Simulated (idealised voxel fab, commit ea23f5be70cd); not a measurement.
process module | voxel gate over fins
cross-section cut | 265 nm wide | cells 5 nm
A cross-section is a grid of square cells, given in bands from the top down. A band is one or more rows of cells.
Each band's line starts with the height of the band's top and of its bottom, in nm. Then come its materials from left to right, each with its width in nm. One material with "throughout" fills the band from edge to edge. "air" is empty space.
Height 0 is the level under which the wafer as received is all one material. The lowest band goes on downwards, as in "0 down".
A width such as "30 to 40" changes by the same amount from each row of cells to the next, from the band's top row to its bottom row.
"no change" after a step means that no cell of the cross-section changed.
closed voids: empty space of 8 cells or more with no open way to the top, each as width x height at its distance from the left edge, in nm
after a step's settings: what the simulator itself notes on the step
overlay nm, on a step with a mask: how far to the right of its planned place the mask lay; to the left if negative
plan
1 op RECEIVE | material Si
2 op CONFORMAL_DEP | material SiN | thk nm 5
3 op MASKED_ETCH | tone cover | mask id FINS | width nm 15 | pitch nm 50 | etch materials SiN | depth nm 5 | overlay nm 0
4 op MASKED_ETCH | tone cover | mask id FINS | width nm 15 | pitch nm 50 | etch materials Si | depth nm 35 | overlay nm 0
5 op FILL_DEP | material SiO2 | thk nm 5
6 op CMP | height nm 5
7 op DIRECTIONAL_DEP | material aC | thk nm 15
8 op PATTERN | tone open | mask id RAIL | material resist | width nm 15 | thk nm 35 | overlay nm 0
9 op DIRECTIONAL_ETCH | etch materials aC | depth nm 15
10 op STRIP | etch materials resist
11 op DIRECTIONAL_ETCH | etch materials SiO2 | depth nm 35
12 op STRIP | etch materials aC
13 op CONFORMAL_DEP | material TiN | thk nm 5
14 op FILL_DEP | material W | thk nm 5
15 op CMP | height nm 5
16 op SELECTIVE_ETCH | etch materials W Ru TiN | depth nm 30
17 op FILL_DEP | material SiO2 | thk nm 5
18 op CMP | height nm 5
19 op SELECTIVE_ETCH | etch materials SiO2 | depth nm 20
20 op STRIP | etch materials SiN
21 op CONFORMAL_DEP | material HfO2 | thk nm 5
22 op CONFORMAL_DEP | material TiN | thk nm 5
23 op FILL_DEP | material W | thk nm 15
24 op CMP | height nm 20
25 op CONFORMAL_DEP | material SiN | thk nm 10
first wafer, as planned
as received, after step 1
  0 down: Si throughout
  closed voids: none
after step 2
  5 to 0: SiN throughout
  below 0: unchanged
after step 3
  5 to 0: air 75 | SiN 15 | air 35 | SiN 15 | air 35 | SiN 15 | air 75
  below 0: unchanged
after step 4
  5 to 0: air 75 | SiN 15 | air 35 | SiN 15 | air 35 | SiN 15 | air 75
  0 to -35: air 75 | Si 15 | air 35 | Si 15 | air 35 | Si 15 | air 75
  below -35: unchanged
after step 5
  10 to 5: SiO2 throughout
  5 to 0: SiO2 75 | SiN 15 | SiO2 35 | SiN 15 | SiO2 35 | SiN 15 | SiO2 75
  0 to -35: SiO2 75 | Si 15 | SiO2 35 | Si 15 | SiO2 35 | Si 15 | SiO2 75
  below -35: unchanged
after step 6
  5 to 0: SiO2 75 | SiN 15 | SiO2 35 | SiN 15 | SiO2 35 | SiN 15 | SiO2 75
  below 0: unchanged
after step 7
  20 to 5: aC throughout
  below 5: unchanged
after step 8
  55 to 20: resist 100 | air 15 | resist 150
  below 20: unchanged
after step 9
  40 to 20: resist 100 | air 15 | resist 150
  20 to 5: aC 100 | air 15 | aC 150
  below 5: unchanged
after step 10
  20 to 5: aC 100 | air 15 | aC 150
  below 5: unchanged
after step 11
  20 to 5: aC 100 | air 15 | aC 150
  5 to 0: SiO2 75 | SiN 15 | SiO2 10 | air 15 | SiO2 10 | SiN 15 | SiO2 35 | SiN 15 | SiO2 75
  0 to -30: SiO2 75 | Si 15 | SiO2 10 | air 15 | SiO2 10 | Si 15 | SiO2 35 | Si 15 | SiO2 75
  below -30: unchanged
after step 12
  5 to 0: SiO2 75 | SiN 15 | SiO2 10 | air 15 | SiO2 10 | SiN 15 | SiO2 35 | SiN 15 | SiO2 75
  below 0: unchanged
after step 13
  10 to 5: TiN 105 | air 5 | TiN 155
  5 to 0: SiO2 75 | SiN 15 | SiO2 10 | TiN 5 | air 5 | TiN 5 | SiO2 10 | SiN 15 | SiO2 35 | SiN 15 | SiO2 75
  0 to -25: SiO2 75 | Si 15 | SiO2 10 | TiN 5 | air 5 | TiN 5 | SiO2 10 | Si 15 | SiO2 35 | Si 15 | SiO2 75
  -25 to -30: SiO2 75 | Si 15 | SiO2 10 | TiN 15 | SiO2 10 | Si 15 | SiO2 35 | Si 15 | SiO2 75
  below -30: unchanged
after step 14
  15 to 10: W throughout
  10 to 5: TiN 105 | W 5 | TiN 155
  5 to 0: SiO2 75 | SiN 15 | SiO2 10 | TiN 5 | W 5 | TiN 5 | SiO2 10 | SiN 15 | SiO2 35 | SiN 15 | SiO2 75
  0 to -25: SiO2 75 | Si 15 | SiO2 10 | TiN 5 | W 5 | TiN 5 | SiO2 10 | Si 15 | SiO2 35 | Si 15 | SiO2 75
  below -25: unchanged
after step 15
  5 to 0: SiO2 75 | SiN 15 | SiO2 10 | TiN 5 | W 5 | TiN 5 | SiO2 10 | SiN 15 | SiO2 35 | SiN 15 | SiO2 75
  below 0: unchanged
after step 16
  5 to 0: SiO2 75 | SiN 15 | SiO2 10 | air 15 | SiO2 10 | SiN 15 | SiO2 35 | SiN 15 | SiO2 75
  0 to -25: SiO2 75 | Si 15 | SiO2 10 | air 15 | SiO2 10 | Si 15 | SiO2 35 | Si 15 | SiO2 75
  below -25: unchanged
after step 17
  10 to 5: SiO2 throughout
  5 to 0: SiO2 75 | SiN 15 | SiO2 35 | SiN 15 | SiO2 35 | SiN 15 | SiO2 75
  0 to -25: SiO2 75 | Si 15 | SiO2 35 | Si 15 | SiO2 35 | Si 15 | SiO2 75
  below -25: unchanged
after step 18
  5 to 0: SiO2 75 | SiN 15 | SiO2 35 | SiN 15 | SiO2 35 | SiN 15 | SiO2 75
  below 0: unchanged
after step 19
  5 to 0: air 75 | SiN 15 | air 35 | SiN 15 | air 35 | SiN 15 | air 75
  0 to -15: air 75 | Si 15 | air 35 | Si 15 | air 35 | Si 15 | air 75
  below -15: unchanged
after step 20
  0 to -15: air 75 | Si 15 | air 35 | Si 15 | air 35 | Si 15 | air 75
  below -15: unchanged
after step 21
  5 to 0: air 70 | HfO2 25 | air 25 | HfO2 25 | air 25 | HfO2 25 | air 70
  0 to -10: air 70 | HfO2 5 | Si 15 | HfO2 5 | air 25 | HfO2 5 | Si 15 | HfO2 5 | air 25 | HfO2 5 | Si 15 | HfO2 5 | air 70
  -10 to -15: HfO2 75 | Si 15 | HfO2 35 | Si 15 | HfO2 35 | Si 15 | HfO2 75
  below -15: unchanged
after step 22
  10 to 5: air 65 | TiN 35 | air 15 | TiN 35 | air 15 | TiN 35 | air 65
  5 to 0: air 65 | TiN 5 | HfO2 25 | TiN 5 | air 15 | TiN 5 | HfO2 25 | TiN 5 | air 15 | TiN 5 | HfO2 25 | TiN 5 | air 65
  0 to -5: air 65 | TiN 5 | HfO2 5 | Si 15 | HfO2 5 | TiN 5 | air 15 | TiN 5 | HfO2 5 | Si 15 | HfO2 5 | TiN 5 | air 15 | TiN 5 | HfO2 5 | Si 15 | HfO2 5 | TiN 5 | air 65
  -5 to -10: TiN 70 | HfO2 5 | Si 15 | HfO2 5 | TiN 25 | HfO2 5 | Si 15 | HfO2 5 | TiN 25 | HfO2 5 | Si 15 | HfO2 5 | TiN 70
  below -10: unchanged
after step 23
  25 to 10: W throughout
  10 to 5: W 65 | TiN 35 | W 15 | TiN 35 | W 15 | TiN 35 | W 65
  5 to 0: W 65 | TiN 5 | HfO2 25 | TiN 5 | W 15 | TiN 5 | HfO2 25 | TiN 5 | W 15 | TiN 5 | HfO2 25 | TiN 5 | W 65
  0 to -5: W 65 | TiN 5 | HfO2 5 | Si 15 | HfO2 5 | TiN 5 | W 15 | TiN 5 | HfO2 5 | Si 15 | HfO2 5 | TiN 5 | W 15 | TiN 5 | HfO2 5 | Si 15 | HfO2 5 | TiN 5 | W 65
  below -5: unchanged
after step 24
  20 to 10: W throughout
  below 10: unchanged
after step 25
  30 to 20: SiN throughout
  below 20: unchanged
second wafer: like start, like plan, one mistake. Through step 7 it matches the first wafer
when step 8 should have ended
  55 to 20: resist 95 | air 25 | resist 145
  below 20: unchanged
when step 9 should have ended
  40 to 20: resist 95 | air 25 | resist 145
  20 to 5: aC 95 | air 25 | aC 145
  below 5: unchanged
when step 10 should have ended
  20 to 5: aC 95 | air 25 | aC 145
  below 5: unchanged
when step 11 should have ended
  20 to 5: aC 95 | air 25 | aC 145
  5 to 0: SiO2 75 | SiN 15 | SiO2 5 | air 25 | SiO2 5 | SiN 15 | SiO2 35 | SiN 15 | SiO2 75
  0 to -30: SiO2 75 | Si 15 | SiO2 5 | air 25 | SiO2 5 | Si 15 | SiO2 35 | Si 15 | SiO2 75
  below -30: unchanged
when step 12 should have ended
  5 to 0: SiO2 75 | SiN 15 | SiO2 5 | air 25 | SiO2 5 | SiN 15 | SiO2 35 | SiN 15 | SiO2 75
  below 0: unchanged
when step 13 should have ended
  10 to 5: TiN 100 | air 15 | TiN 150
  5 to 0: SiO2 75 | SiN 15 | SiO2 5 | TiN 5 | air 15 | TiN 5 | SiO2 5 | SiN 15 | SiO2 35 | SiN 15 | SiO2 75
  0 to -25: SiO2 75 | Si 15 | SiO2 5 | TiN 5 | air 15 | TiN 5 | SiO2 5 | Si 15 | SiO2 35 | Si 15 | SiO2 75
  -25 to -30: SiO2 75 | Si 15 | SiO2 5 | TiN 25 | SiO2 5 | Si 15 | SiO2 35 | Si 15 | SiO2 75
  below -30: unchanged
when step 14 should have ended
  15 to 10: W throughout
  10 to 5: TiN 100 | W 15 | TiN 150
  5 to 0: SiO2 75 | SiN 15 | SiO2 5 | TiN 5 | W 15 | TiN 5 | SiO2 5 | SiN 15 | SiO2 35 | SiN 15 | SiO2 75
  0 to -25: SiO2 75 | Si 15 | SiO2 5 | TiN 5 | W 15 | TiN 5 | SiO2 5 | Si 15 | SiO2 35 | Si 15 | SiO2 75
  below -25: unchanged
when step 15 should have ended
  5 to 0: SiO2 75 | SiN 15 | SiO2 5 | TiN 5 | W 15 | TiN 5 | SiO2 5 | SiN 15 | SiO2 35 | SiN 15 | SiO2 75
  below 0: unchanged
when step 16 should have ended
  5 to 0: SiO2 75 | SiN 15 | SiO2 5 | air 25 | SiO2 5 | SiN 15 | SiO2 35 | SiN 15 | SiO2 75
  0 to -25: SiO2 75 | Si 15 | SiO2 5 | air 25 | SiO2 5 | Si 15 | SiO2 35 | Si 15 | SiO2 75
  below -25: unchanged
when step 17 should have ended
  10 to 5: SiO2 throughout
  5 to 0: SiO2 75 | SiN 15 | SiO2 35 | SiN 15 | SiO2 35 | SiN 15 | SiO2 75
  0 to -25: SiO2 75 | Si 15 | SiO2 35 | Si 15 | SiO2 35 | Si 15 | SiO2 75
  below -25: unchanged
when step 18 should have ended
  5 to 0: SiO2 75 | SiN 15 | SiO2 35 | SiN 15 | SiO2 35 | SiN 15 | SiO2 75
  below 0: unchanged
when step 19 should have ended
  5 to 0: air 75 | SiN 15 | air 35 | SiN 15 | air 35 | SiN 15 | air 75
  0 to -15: air 75 | Si 15 | air 35 | Si 15 | air 35 | Si 15 | air 75
  below -15: unchanged
when step 20 should have ended
  0 to -15: air 75 | Si 15 | air 35 | Si 15 | air 35 | Si 15 | air 75
  below -15: unchanged
when step 21 should have ended
  5 to 0: air 70 | HfO2 25 | air 25 | HfO2 25 | air 25 | HfO2 25 | air 70
  0 to -10: air 70 | HfO2 5 | Si 15 | HfO2 5 | air 25 | HfO2 5 | Si 15 | HfO2 5 | air 25 | HfO2 5 | Si 15 | HfO2 5 | air 70
  -10 to -15: HfO2 75 | Si 15 | HfO2 35 | Si 15 | HfO2 35 | Si 15 | HfO2 75
  below -15: unchanged
when step 22 should have ended
  10 to 5: air 65 | TiN 35 | air 15 | TiN 35 | air 15 | TiN 35 | air 65
  5 to 0: air 65 | TiN 5 | HfO2 25 | TiN 5 | air 15 | TiN 5 | HfO2 25 | TiN 5 | air 15 | TiN 5 | HfO2 25 | TiN 5 | air 65
  0 to -5: air 65 | TiN 5 | HfO2 5 | Si 15 | HfO2 5 | TiN 5 | air 15 | TiN 5 | HfO2 5 | Si 15 | HfO2 5 | TiN 5 | air 15 | TiN 5 | HfO2 5 | Si 15 | HfO2 5 | TiN 5 | air 65
  -5 to -10: TiN 70 | HfO2 5 | Si 15 | HfO2 5 | TiN 25 | HfO2 5 | Si 15 | HfO2 5 | TiN 25 | HfO2 5 | Si 15 | HfO2 5 | TiN 70
  below -10: unchanged
when step 23 should have ended
  25 to 10: W throughout
  10 to 5: W 65 | TiN 35 | W 15 | TiN 35 | W 15 | TiN 35 | W 65
  5 to 0: W 65 | TiN 5 | HfO2 25 | TiN 5 | W 15 | TiN 5 | HfO2 25 | TiN 5 | W 15 | TiN 5 | HfO2 25 | TiN 5 | W 65
  0 to -5: W 65 | TiN 5 | HfO2 5 | Si 15 | HfO2 5 | TiN 5 | W 15 | TiN 5 | HfO2 5 | Si 15 | HfO2 5 | TiN 5 | W 15 | TiN 5 | HfO2 5 | Si 15 | HfO2 5 | TiN 5 | W 65
  below -5: unchanged
when step 24 should have ended
  20 to 10: W throughout
  below 10: unchanged
when step 25 should have ended
  30 to 20: SiN throughout
  below 20: unchanged
what went wrong: step 8 ran as: op PATTERN | tone open | mask id RAIL | material resist | width nm 25 | thk nm 35 | overlay nm 0
at the end the second wafer has, in cells: 2 fewer of SiO2 | 2 more of TiN
